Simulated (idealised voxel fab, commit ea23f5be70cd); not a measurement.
A process module follows: voxel released beams.
Square cell edge 5 nm, section width 155 nm, ID cut.
Reading order for cross-sections: top band down to bottom band. Underlying form: a grid of square cells. Band size: one or more rows of cells. Heads up on the band format: heights come first, top then bottom, in nm. After that it's the materials left to right, each with its width in nm. A single material flagged "edge to edge" fills the whole band edge to edge, and "blank" means there's empty space there. Height reference: 0 = level under which incoming wafer is all one material. Lowest band: no bottom, runs on downward, e.g. "from 0 down". The expression "30->40" gives the width at the extremes of the band, the first number at its top row of cells and the second at its bottom row, with the width changing by equal amounts from each row to the next in between. "remains unaltered" means the step left every cell of the cross-section as it was. "Sealed-off cavities" enumerates empty spaces isolated from the top, with no open way to it, that contain at least 8 cells, giving each as width x height at distance from the left edge, all three in nm. Text after the settings on a step's line: the simulator's own remark on that step. Among the settings permitted on a step's line is "overlay nm"; applied to a step with a mask, it specifies the extent to which the mask lay to the right of its planned position, whereas a negative figure signifies a position to the left.

Here's what the planned process steps look like:
- 1: op RECEIVE | material Si
- 2: op CONFORMAL_DEP | material SiN | thk nm 5
- 3: op DIRECTIONAL_DEP | material SiO2 | thk nm 15
- 4: op MASKED_ETCH | tone open | mask id ANCHOR | width nm 35 | etch materials SiO2 | depth nm 15 | overlay nm 0
- 5: op CONFORMAL_DEP | material W | thk nm 15
- 6: op DIRECTIONAL_DEP | material aC | thk nm 15
- 7: op PATTERN | tone cover | mask id BEAM | material resist | width nm 90 | thk nm 30 | overlay nm 0
- 8: op DIRECTIONAL_ETCH | etch materials aC | depth nm 15
- 9: op STRIP | etch materials resist
- 10: op DIRECTIONAL_ETCH | etch materials W | depth nm 15
- 11: op STRIP | etch materials aC
- 12: op STRIP | etch materials SiO2

Cross-section of the wafer upon arrival, representing the state reached after step 1:
    from 0 down = Si edge to edge
    Sealed-off cavities: none

Post-module cross-section of the first of two wafers (run per plan):
    from 35 to 20 = 30 blank; 20 W; 5 blank; 65 W; 35 blank
    from 20 to 5 = 35 blank; 35 W; 85 blank
    from 5 to 0 = SiN edge to edge
    from 0 down = Si edge to edge
    Sealed-off cavities: none

Cross-section at end of module for the second wafer of two, which matched the first in starting point and plan and differed by one mistake in its processing:
    from 50 to 35 = 30 blank; 90 W; 35 blank
    from 35 to 20 = W edge to edge
    from 20 to 5 = 35 SiO2; 35 W; 85 SiO2
    from 5 to 0 = SiN edge to edge
    from 0 down = Si edge to edge
    Sealed-off cavities: none
Nonconformance to the process plan: the plan had its step 5 run twice
The closing comparison, in cells, has the second wafer with more or fewer of some materials than the first: SiO2: 72 more, W: 96 more
